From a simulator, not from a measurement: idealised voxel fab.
This is a process module. Its name is voxel wiring stack.
The cross-section on display is named cut; it measures 220 nm wide, and its cells are 5 nm squares.
Reading order for cross-sections: top band down to bottom band. Underlying form: a grid of square cells. Band size: one or more rows of cells.
It is stipulated that each band's entry specify, in nanometres, the height of the top of the band and then that of its bottom, followed by the materials of the band in left-to-right sequence, each together with its width in nanometres. A single material marked by the word "edge to edge" is understood to fill the band from edge to edge; the word "air" is understood to denote empty space.
Convention: height 0 is the level below which the wafer, as received, is all one material. The lowest band does not terminate at the bottom but continues downward, represented as "top 0, no bottom".
Per-row width for "30..40": begins at first number (top row of band), ends at second number (bottom row), increment between rows held constant.
You'll sometimes find "same as before" written for a step, and that's the way of saying that nowhere in the cross-section did a cell change during that step.
Entry "Enclosed internal cavities" = empty spaces >= 8 cells with no open way to the top; each as width x height at distance, distance from left edge, all nm.
Heads up: the bit after the settings on a step's line is the simulator's remark on that step.
Regarding "overlay nm": on a step with a mask, it is the distance the mask lay to the right of its planned place; a negative value places it to the left.
Process steps (planned):
1,RECEIVE with material Si
2,CONFORMAL_DEP with material SiO2, thk nm 15
3,CONFORMAL_DEP with material SiN, thk nm 5
4,DIRECTIONAL_DEP with material SiO2, thk nm 25
5,DIRECTIONAL_DEP with material aC, thk nm 15
6,PATTERN with tone open, mask id METAL_1, material resist, width nm 30, pitch nm 50, thk nm 35, overlay nm 0
7,DIRECTIONAL_ETCH with etch materials aC, depth nm 15
8,STRIP with etch materials resist
9,DIRECTIONAL_ETCH with etch materials SiO2, depth nm 25
10,DIRECTIONAL_ETCH with etch materials SiN, depth nm 5
11,STRIP with etch materials aC
12,CONFORMAL_DEP with material TiN, thk nm 5
13,FILL_DEP with material W, thk nm 5
14,CMP with height nm 45
15,EPI with material Ru, thk nm 5
16,FILL_DEP with material SiCN, thk nm 5
17,DIRECTIONAL_DEP with material lowk, thk nm 35
18,MASKED_ETCH with tone open, mask id METAL_2, width nm 30, pitch nm 50, etch materials lowk, depth nm 20, overlay nm 0
19,MASKED_ETCH with tone open, mask id METAL_2_HOLES, width nm 15, pitch nm 50, etch materials lowk, depth nm 15, overlay nm 0
20,MASKED_ETCH with tone open, mask id METAL_2_HOLES, width nm 15, pitch nm 50, etch materials SiCN, depth nm 5, overlay nm 0
21,CONFORMAL_DEP with material TiN, thk nm 5
22,FILL_DEP with material Cu, thk nm 10
23,CMP with height nm 90
24,CONFORMAL_DEP with material SiCN, thk nm 5
First of two wafers: run as planned:
Incoming wafer, cross-sectional view, post step 1:
	top 0, no bottom = Si edge to edge
	Enclosed internal cavities: none
Wafer xsec, post step 2:
	top 15, bottom 0 = SiO2 edge to edge
	Note: structure below 0 unchanged.
Wafer xsec, post step 3:
	top 20, bottom 15 = SiN edge to edge
	Note: structure below 15 unchanged.
Wafer xsec, post step 4:
	top 45, bottom 20 = SiO2 edge to edge
	Note: structure below 20 unchanged.
Wafer xsec, post step 5:
	top 60, bottom 45 = aC edge to edge
	Note: structure below 45 unchanged.
Wafer xsec, post step 6:
	top 95, bottom 60 = 20 resist  30 air  20 resist  30 air  20 resist  30 air  20 resist  30 air  20 resist
	Note: structure below 60 unchanged.
Wafer xsec, post step 7:
	top 80, bottom 60 = 20 resist  30 air  20 resist  30 air  20 resist  30 air  20 resist  30 air  20 resist
	top 60, bottom 45 = 20 aC  30 air  20 aC  30 air  20 aC  30 air  20 aC  30 air  20 aC
	Note: structure below 45 unchanged.
Wafer xsec, post step 8:
	top 60, bottom 45 = 20 aC  30 air  20 aC  30 air  20 aC  30 air  20 aC  30 air  20 aC
	Note: structure below 45 unchanged.
Wafer xsec, post step 9:
	top 60, bottom 45 = 20 aC  30 air  20 aC  30 air  20 aC  30 air  20 aC  30 air  20 aC
	top 45, bottom 20 = 20 SiO2  30 air  20 SiO2  30 air  20 SiO2  30 air  20 SiO2  30 air  20 SiO2
	Note: structure below 20 unchanged.
Wafer xsec, post step 10:
	top 60, bottom 45 = 20 aC  30 air  20 aC  30 air  20 aC  30 air  20 aC  30 air  20 aC
	top 45, bottom 20 = 20 SiO2  30 air  20 SiO2  30 air  20 SiO2  30 air  20 SiO2  30 air  20 SiO2
	top 20, bottom 15 = 20 SiN  30 air  20 SiN  30 air  20 SiN  30 air  20 SiN  30 air  20 SiN
	Note: structure below 15 unchanged.
Wafer xsec, post step 11:
	top 45, bottom 20 = 20 SiO2  30 air  20 SiO2  30 air  20 SiO2  30 air  20 SiO2  30 air  20 SiO2
	Note: structure below 20 unchanged.
Wafer xsec, post step 12:
	top 50, bottom 45 = 25 TiN  20 air  30 TiN  20 air  30 TiN  20 air  30 TiN  20 air  25 TiN
	top 45, bottom 20 = 20 SiO2  5 TiN  20 air  5 TiN  20 SiO2  5 TiN  20 air  5 TiN  20 SiO2  5 TiN  20 air  5 TiN  20 SiO2  5 TiN  20 air  5 TiN  20 SiO2
	top 20, bottom 15 = 20 SiN  30 TiN  20 SiN  30 TiN  20 SiN  30 TiN  20 SiN  30 TiN  20 SiN
	Note: structure below 15 unchanged.
Wafer xsec, post step 13:
	top 55, bottom 50 = W edge to edge
	top 50, bottom 45 = 25 TiN  20 W  30 TiN  20 W  30 TiN  20 W  30 TiN  20 W  25 TiN
	top 45, bottom 20 = 20 SiO2  5 TiN  20 W  5 TiN  20 SiO2  5 TiN  20 W  5 TiN  20 SiO2  5 TiN  20 W  5 TiN  20 SiO2  5 TiN  20 W  5 TiN  20 SiO2
	Note: structure below 20 unchanged.
Wafer xsec, post step 14:
	top 45, bottom 20 = 20 SiO2  5 TiN  20 W  5 TiN  20 SiO2  5 TiN  20 W  5 TiN  20 SiO2  5 TiN  20 W  5 TiN  20 SiO2  5 TiN  20 W  5 TiN  20 SiO2
	Note: structure below 20 unchanged.
Wafer xsec, post step 15:
	top 50, bottom 45 = 15 air  40 Ru  10 air  40 Ru  10 air  40 Ru  10 air  40 Ru  15 air
	Note: structure below 45 unchanged.
Wafer xsec, post step 16:
	top 55, bottom 50 = SiCN edge to edge
	top 50, bottom 45 = 15 SiCN  40 Ru  10 SiCN  40 Ru  10 SiCN  40 Ru  10 SiCN  40 Ru  15 SiCN
	Note: structure below 45 unchanged.
Wafer xsec, post step 17:
	top 90, bottom 55 = lowk edge to edge
	Note: structure below 55 unchanged.
Wafer xsec, post step 18:
	top 90, bottom 70 = 20 lowk  30 air  20 lowk  30 air  20 lowk  30 air  20 lowk  30 air  20 lowk
	Note: structure below 70 unchanged.
Wafer xsec, post step 19:
	top 90, bottom 70 = 20 lowk  30 air  20 lowk  30 air  20 lowk  30 air  20 lowk  30 air  20 lowk
	top 70, bottom 55 = 20 lowk  15 air  35 lowk  15 air  35 lowk  15 air  35 lowk  15 air  35 lowk
	Note: structure below 55 unchanged.
Wafer xsec, post step 20:
	top 90, bottom 70 = 20 lowk  30 air  20 lowk  30 air  20 lowk  30 air  20 lowk  30 air  20 lowk
	top 70, bottom 55 = 20 lowk  15 air  35 lowk  15 air  35 lowk  15 air  35 lowk  15 air  35 lowk
	top 55, bottom 50 = 20 SiCN  15 air  35 SiCN  15 air  35 SiCN  15 air  35 SiCN  15 air  35 SiCN
	Note: structure below 50 unchanged.
Wafer xsec, post step 21:
	top 95, bottom 90 = 25 TiN  20 air  30 TiN  20 air  30 TiN  20 air  30 TiN  20 air  25 TiN
	top 90, bottom 75 = 20 lowk  5 TiN  20 air  5 TiN  20 lowk  5 TiN  20 air  5 TiN  20 lowk  5 TiN  20 air  5 TiN  20 lowk  5 TiN  20 air  5 TiN  20 lowk
	top 75, bottom 70 = 20 lowk  5 TiN  5 air  20 TiN  20 lowk  5 TiN  5 air  20 TiN  20 lowk  5 TiN  5 air  20 TiN  20 lowk  5 TiN  5 air  20 TiN  20 lowk
	top 70, bottom 55 = 20 lowk  5 TiN  5 air  5 TiN  35 lowk  5 TiN  5 air  5 TiN  35 lowk  5 TiN  5 air  5 TiN  35 lowk  5 TiN  5 air  5 TiN  35 lowk
	top 55, bottom 50 = 20 SiCN  15 TiN  35 SiCN  15 TiN  35 SiCN  15 TiN  35 SiCN  15 TiN  35 SiCN
	Note: structure below 50 unchanged.
Wafer xsec, post step 22:
	top 105, bottom 95 = Cu edge to edge
	top 95, bottom 90 = 25 TiN  20 Cu  30 TiN  20 Cu  30 TiN  20 Cu  30 TiN  20 Cu  25 TiN
	top 90, bottom 75 = 20 lowk  5 TiN  20 Cu  5 TiN  20 lowk  5 TiN  20 Cu  5 TiN  20 lowk  5 TiN  20 Cu  5 TiN  20 lowk  5 TiN  20 Cu  5 TiN  20 lowk
	top 75, bottom 70 = 20 lowk  5 TiN  5 Cu  20 TiN  20 lowk  5 TiN  5 Cu  20 TiN  20 lowk  5 TiN  5 Cu  20 TiN  20 lowk  5 TiN  5 Cu  20 TiN  20 lowk
	top 70, bottom 55 = 20 lowk  5 TiN  5 Cu  5 TiN  35 lowk  5 TiN  5 Cu  5 TiN  35 lowk  5 TiN  5 Cu  5 TiN  35 lowk  5 TiN  5 Cu  5 TiN  35 lowk
	Note: structure below 55 unchanged.
Wafer xsec, post step 23:
	top 90, bottom 75 = 20 lowk  5 TiN  20 Cu  5 TiN  20 lowk  5 TiN  20 Cu  5 TiN  20 lowk  5 TiN  20 Cu  5 TiN  20 lowk  5 TiN  20 Cu  5 TiN  20 lowk
	Note: structure below 75 unchanged.
Wafer xsec, post step 24:
	top 95, bottom 90 = SiCN edge to edge
	Note: structure below 90 unchanged.
It is to be noted that the second wafer proceeded from the same initial state and according to the same plan as the first, although one mistake was committed in its execution; through step 18, inclusive, the two wafers share an identical history:
The second wafer in cross-section, at the planned close of step 19:
	top 90, bottom 75 = 15 lowk  35 air  15 lowk  35 air  15 lowk  35 air  15 lowk  35 air  20 lowk
	top 75, bottom 70 = 20 lowk  30 air  20 lowk  30 air  20 lowk  30 air  20 lowk  30 air  20 lowk
	top 70, bottom 55 = 20 lowk  10 air  40 lowk  10 air  40 lowk  10 air  40 lowk  10 air  40 lowk
	Note: structure below 55 unchanged.
The second wafer in cross-section, at the planned close of step 20:
	top 90, bottom 75 = 15 lowk  35 air  15 lowk  35 air  15 lowk  35 air  15 lowk  35 air  20 lowk
	top 75, bottom 70 = 20 lowk  30 air  20 lowk  30 air  20 lowk  30 air  20 lowk  30 air  20 lowk
	top 70, bottom 55 = 20 lowk  10 air  40 lowk  10 air  40 lowk  10 air  40 lowk  10 air  40 lowk
	top 55, bottom 50 = 20 SiCN  10 air  40 SiCN  10 air  40 SiCN  10 air  40 SiCN  10 air  40 SiCN
	Note: structure below 50 unchanged.
The second wafer in cross-section, at the planned close of step 21:
	top 95, bottom 90 = 20 TiN  25 air  25 TiN  25 air  25 TiN  25 air  25 TiN  25 air  25 TiN
	top 90, bottom 80 = 15 lowk  5 TiN  25 air  5 TiN  15 lowk  5 TiN  25 air  5 TiN  15 lowk  5 TiN  25 air  5 TiN  15 lowk  5 TiN  25 air  5 TiN  20 lowk
	top 80, bottom 75 = 15 lowk  10 TiN  20 air  5 TiN  15 lowk  10 TiN  20 air  5 TiN  15 lowk  10 TiN  20 air  5 TiN  15 lowk  10 TiN  20 air  5 TiN  20 lowk
	top 75, bottom 70 = 20 lowk  30 TiN  20 lowk  30 TiN  20 lowk  30 TiN  20 lowk  30 TiN  20 lowk
	top 70, bottom 55 = 20 lowk  10 TiN  40 lowk  10 TiN  40 lowk  10 TiN  40 lowk  10 TiN  40 lowk
	top 55, bottom 50 = 20 SiCN  10 TiN  40 SiCN  10 TiN  40 SiCN  10 TiN  40 SiCN  10 TiN  40 SiCN
	Note: structure below 50 unchanged.
The second wafer in cross-section, at the planned close of step 22:
	top 105, bottom 95 = Cu edge to edge
	top 95, bottom 90 = 20 TiN  25 Cu  25 TiN  25 Cu  25 TiN  25 Cu  25 TiN  25 Cu  25 TiN
	top 90, bottom 80 = 15 lowk  5 TiN  25 Cu  5 TiN  15 lowk  5 TiN  25 Cu  5 TiN  15 lowk  5 TiN  25 Cu  5 TiN  15 lowk  5 TiN  25 Cu  5 TiN  20 lowk
	top 80, bottom 75 = 15 lowk  10 TiN  20 Cu  5 TiN  15 lowk  10 TiN  20 Cu  5 TiN  15 lowk  10 TiN  20 Cu  5 TiN  15 lowk  10 TiN  20 Cu  5 TiN  20 lowk
	Note: structure below 75 unchanged.
The second wafer in cross-section, at the planned close of step 23:
	top 90, bottom 80 = 15 lowk  5 TiN  25 Cu  5 TiN  15 lowk  5 TiN  25 Cu  5 TiN  15 lowk  5 TiN  25 Cu  5 TiN  15 lowk  5 TiN  25 Cu  5 TiN  20 lowk
	Note: structure below 80 unchanged.
The second wafer in cross-section, at the planned close of step 24:
	top 95, bottom 90 = SiCN edge to edge
	Note: structure below 90 unchanged.
The plan and the run diverged here: step 19: run off-plan, actual operation and settings MASKED_ETCH with tone open, mask id METAL_2_HOLES, width nm 15, pitch nm 50, etch materials lowk, depth nm 15, overlay nm -5
Per the end-of-run cell counts, the second wafer holds more or fewer of some materials than the first: -8 Cu; +4 SiCN; +4 TiN
